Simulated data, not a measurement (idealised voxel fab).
Process module name: voxel self aligned vias
Each square cell in cross-section cut measures 5 nm, and the section as a whole is 225 nm wide.
Cross-sections here: square-cell grids, written as top-down lists of bands, a band being one or more rows of cells. Look at the band entry: it leads with the top's height and the bottom's height in nm. Then it lists the materials left to right, with a width in nm for each. The word "throughout" on a single material says that material fills the band edge to edge. The word "empty" is empty space. Basically, 0 is our baseline, since under it the wafer straight out of the box is all one material. The bottom band has no lower end and keeps on going down, so it looks like "z 0 and below". So if you see something like "30->40" for the width, read it as the top row of the band sitting at the first number and the bottom row at the second, with every row in between moving by the same amount as the last. "all unchanged" for a step: no cell of the cross-section changed in that step. Entry "Closed cavities" = empty spaces >= 8 cells with no open way to the top; each as width x height at distance, distance from left edge, all nm. Whatever follows a step's settings on its line is a remark the simulator itself makes about that step. On any step carrying a mask, the "overlay nm" setting, if present on the step's line, tells how far right of its planned place the mask lay; negative values point to the left.

-- This section lists the process steps that were planned
1. RECEIVE, material Si
2. CONFORMAL_DEP, material SiO2, thk nm 15
3. CONFORMAL_DEP, material SiCN, thk nm 5
4. DIRECTIONAL_DEP, material lowk, thk nm 20
5. PATTERN, tone open, mask id LINES, material resist, width nm 20, pitch nm 65, thk nm 15, overlay nm 0
6. DIRECTIONAL_ETCH, etch materials lowk, depth nm 20
7. STRIP, etch materials resist
8. CONFORMAL_DEP, material TiN, thk nm 5
9. FILL_DEP, material Ru, thk nm 5
10. CMP, height nm 40
11. SELECTIVE_ETCH, etch materials W Ru TiN, depth nm 5
12. FILL_DEP, material SiN, thk nm 10
13. CMP, height nm 40
14. DIRECTIONAL_DEP, material lowk, thk nm 15
15. DIRECTIONAL_DEP, material aC, thk nm 15
16. PATTERN, tone open, mask id VIAS, material resist, width nm 40, pitch nm 65, thk nm 35, overlay nm 0
17. DIRECTIONAL_ETCH, etch materials aC, depth nm 15
18. STRIP, etch materials resist
19. DIRECTIONAL_ETCH, etch materials lowk, depth nm 15
20. DIRECTIONAL_ETCH, etch materials SiN, depth nm 5
21. STRIP, etch materials aC
22. CONFORMAL_DEP, material TiN, thk nm 5
23. FILL_DEP, material W, thk nm 5
24. CMP, height nm 55
25. CONFORMAL_DEP, material SiCN, thk nm 5

-- First of two wafers: run as planned

-- Wafer as received: cross-section following step 1
	z 0 and below  Si throughout
	Closed cavities: none

-- Upon completion of step 2, the wafer appears in cross-section as shown
	z 15 to 0  SiO2 throughout
	Under 0: no change, same as before.

-- Upon completion of step 3, the wafer appears in cross-section as shown
	z 20 to 15  SiCN throughout
	Under 15: no change, same as before.

-- Upon completion of step 4, the wafer appears in cross-section as shown
	z 40 to 20  lowk throughout
	Under 20: no change, same as before.

-- Upon completion of step 5, the wafer appears in cross-section as shown
	z 55 to 40  35 resist  20 empty  45 resist  20 empty  45 resist  20 empty  40 resist
	Under 40: no change, same as before.

-- Upon completion of step 6, the wafer appears in cross-section as shown
	z 55 to 40  35 resist  20 empty  45 resist  20 empty  45 resist  20 empty  40 resist
	z 40 to 20  35 lowk  20 empty  45 lowk  20 empty  45 lowk  20 empty  40 lowk
	Under 20: no change, same as before.

-- Upon completion of step 7, the wafer appears in cross-section as shown
	z 40 to 20  35 lowk  20 empty  45 lowk  20 empty  45 lowk  20 empty  40 lowk
	Under 20: no change, same as before.

-- Upon completion of step 8, the wafer appears in cross-section as shown
	z 45 to 40  40 TiN  10 empty  55 TiN  10 empty  55 TiN  10 empty  45 TiN
	z 40 to 25  35 lowk  5 TiN  10 empty  5 TiN  45 lowk  5 TiN  10 empty  5 TiN  45 lowk  5 TiN  10 empty  5 TiN  40 lowk
	z 25 to 20  35 lowk  20 TiN  45 lowk  20 TiN  45 lowk  20 TiN  40 lowk
	Under 20: no change, same as before.

-- Upon completion of step 9, the wafer appears in cross-section as shown
	z 50 to 45  Ru throughout
	z 45 to 40  40 TiN  10 Ru  55 TiN  10 Ru  55 TiN  10 Ru  45 TiN
	z 40 to 25  35 lowk  5 TiN  10 Ru  5 TiN  45 lowk  5 TiN  10 Ru  5 TiN  45 lowk  5 TiN  10 Ru  5 TiN  40 lowk
	Under 25: no change, same as before.

-- Upon completion of step 10, the wafer appears in cross-section as shown
	z 40 to 25  35 lowk  5 TiN  10 Ru  5 TiN  45 lowk  5 TiN  10 Ru  5 TiN  45 lowk  5 TiN  10 Ru  5 TiN  40 lowk
	Under 25: no change, same as before.

-- Upon completion of step 11, the wafer appears in cross-section as shown
	z 40 to 35  35 lowk  20 empty  45 lowk  20 empty  45 lowk  20 empty  40 lowk
	Under 35: no change, same as before.

-- Upon completion of step 12, the wafer appears in cross-section as shown
	z 50 to 40  SiN throughout
	z 40 to 35  35 lowk  20 SiN  45 lowk  20 SiN  45 lowk  20 SiN  40 lowk
	Under 35: no change, same as before.

-- Upon completion of step 13, the wafer appears in cross-section as shown
	z 40 to 35  35 lowk  20 SiN  45 lowk  20 SiN  45 lowk  20 SiN  40 lowk
	Under 35: no change, same as before.

-- Upon completion of step 14, the wafer appears in cross-section as shown
	z 55 to 40  lowk throughout
	Under 40: no change, same as before.

-- Upon completion of step 15, the wafer appears in cross-section as shown
	z 70 to 55  aC throughout
	Under 55: no change, same as before.

-- Upon completion of step 16, the wafer appears in cross-section as shown
	z 105 to 70  25 resist  40 empty  25 resist  40 empty  25 resist  40 empty  30 resist
	Under 70: no change, same as before.

-- Upon completion of step 17, the wafer appears in cross-section as shown
	z 90 to 70  25 resist  40 empty  25 resist  40 empty  25 resist  40 empty  30 resist
	z 70 to 55  25 aC  40 empty  25 aC  40 empty  25 aC  40 empty  30 aC
	Under 55: no change, same as before.

-- Upon completion of step 18, the wafer appears in cross-section as shown
	z 70 to 55  25 aC  40 empty  25 aC  40 empty  25 aC  40 empty  30 aC
	Under 55: no change, same as before.

-- Upon completion of step 19, the wafer appears in cross-section as shown
	z 70 to 55  25 aC  40 empty  25 aC  40 empty  25 aC  40 empty  30 aC
	z 55 to 40  25 lowk  40 empty  25 lowk  40 empty  25 lowk  40 empty  30 lowk
	Under 40: no change, same as before.

-- Upon completion of step 20, the wafer appears in cross-section as shown
	z 70 to 55  25 aC  40 empty  25 aC  40 empty  25 aC  40 empty  30 aC
	z 55 to 40  25 lowk  40 empty  25 lowk  40 empty  25 lowk  40 empty  30 lowk
	z 40 to 35  35 lowk  20 empty  45 lowk  20 empty  45 lowk  20 empty  40 lowk
	Under 35: no change, same as before.

-- Upon completion of step 21, the wafer appears in cross-section as shown
	z 55 to 40  25 lowk  40 empty  25 lowk  40 empty  25 lowk  40 empty  30 lowk
	Under 40: no change, same as before.

-- Upon completion of step 22, the wafer appears in cross-section as shown
	z 60 to 55  30 TiN  30 empty  35 TiN  30 empty  35 TiN  30 empty  35 TiN
	z 55 to 45  25 lowk  5 TiN  30 empty  5 TiN  25 lowk  5 TiN  30 empty  5 TiN  25 lowk  5 TiN  30 empty  5 TiN  30 lowk
	z 45 to 40  25 lowk  15 TiN  10 empty  15 TiN  25 lowk  15 TiN  10 empty  15 TiN  25 lowk  15 TiN  10 empty  15 TiN  30 lowk
	z 40 to 35  35 lowk  20 TiN  45 lowk  20 TiN  45 lowk  20 TiN  40 lowk
	Under 35: no change, same as before.

-- Upon completion of step 23, the wafer appears in cross-section as shown
	z 65 to 60  W throughout
	z 60 to 55  30 TiN  30 W  35 TiN  30 W  35 TiN  30 W  35 TiN
	z 55 to 45  25 lowk  5 TiN  30 W  5 TiN  25 lowk  5 TiN  30 W  5 TiN  25 lowk  5 TiN  30 W  5 TiN  30 lowk
	z 45 to 40  25 lowk  15 TiN  10 W  15 TiN  25 lowk  15 TiN  10 W  15 TiN  25 lowk  15 TiN  10 W  15 TiN  30 lowk
	Under 40: no change, same as before.

-- Upon completion of step 24, the wafer appears in cross-section as shown
	z 55 to 45  25 lowk  5 TiN  30 W  5 TiN  25 lowk  5 TiN  30 W  5 TiN  25 lowk  5 TiN  30 W  5 TiN  30 lowk
	Under 45: no change, same as before.

-- Upon completion of step 25, the wafer appears in cross-section as shown
	z 60 to 55  SiCN throughout
	Under 55: no change, same as before.

-- Second wafer - shared start and plan with the first - one error in running - same as the first up to step 18 inclusive

-- Cross-section, second wafer, at the end time the plan gives for step 19
	z 70 to 55  25 aC  40 empty  25 aC  40 empty  25 aC  40 empty  30 aC
	z 55 to 40  25 lowk  40 empty  25 lowk  40 empty  25 lowk  40 empty  30 lowk
	z 40 to 35  25 lowk  10 empty  20 SiN  10 empty  25 lowk  10 empty  20 SiN  10 empty  25 lowk  10 empty  20 SiN  10 empty  30 lowk
	z 35 to 25  25 lowk  10 empty  5 TiN  10 Ru  5 TiN  10 empty  25 lowk  10 empty  5 TiN  10 Ru  5 TiN  10 empty  25 lowk  10 empty  5 TiN  10 Ru  5 TiN  10 empty  30 lowk
	Under 25: no change, same as before.

-- Cross-section, second wafer, at the end time the plan gives for step 20
	z 70 to 55  25 aC  40 empty  25 aC  40 empty  25 aC  40 empty  30 aC
	z 55 to 35  25 lowk  40 empty  25 lowk  40 empty  25 lowk  40 empty  30 lowk
	Under 35: no change, same as before.

-- Cross-section, second wafer, at the end time the plan gives for step 21
	z 55 to 35  25 lowk  40 empty  25 lowk  40 empty  25 lowk  40 empty  30 lowk
	Under 35: no change, same as before.

-- Cross-section, second wafer, at the end time the plan gives for step 22
	z 60 to 55  30 TiN  30 empty  35 TiN  30 empty  35 TiN  30 empty  35 TiN
	z 55 to 40  25 lowk  5 TiN  30 empty  5 TiN  25 lowk  5 TiN  30 empty  5 TiN  25 lowk  5 TiN  30 empty  5 TiN  30 lowk
	z 40 to 35  25 lowk  40 TiN  25 lowk  40 TiN  25 lowk  40 TiN  30 lowk
	z 35 to 25  25 lowk  15 TiN  10 Ru  15 TiN  25 lowk  15 TiN  10 Ru  15 TiN  25 lowk  15 TiN  10 Ru  15 TiN  30 lowk
	Under 25: no change, same as before.

-- Cross-section, second wafer, at the end time the plan gives for step 23
	z 65 to 60  W throughout
	z 60 to 55  30 TiN  30 W  35 TiN  30 W  35 TiN  30 W  35 TiN
	z 55 to 40  25 lowk  5 TiN  30 W  5 TiN  25 lowk  5 TiN  30 W  5 TiN  25 lowk  5 TiN  30 W  5 TiN  30 lowk
	Under 40: no change, same as before.

-- Cross-section, second wafer, at the end time the plan gives for step 24
	z 55 to 40  25 lowk  5 TiN  30 W  5 TiN  25 lowk  5 TiN  30 W  5 TiN  25 lowk  5 TiN  30 W  5 TiN  30 lowk
	Under 40: no change, same as before.

-- Cross-section, second wafer, at the end time the plan gives for step 25
	z 60 to 55  SiCN throughout
	Under 55: no change, same as before.
what went wrong: it should be noted that step 19 of the plan was executed twice
Looking at both finished wafers in cells, the second ends up ahead of or behind the first on some materials: TiN: 24 more | W: 12 more | lowk: 36 fewer
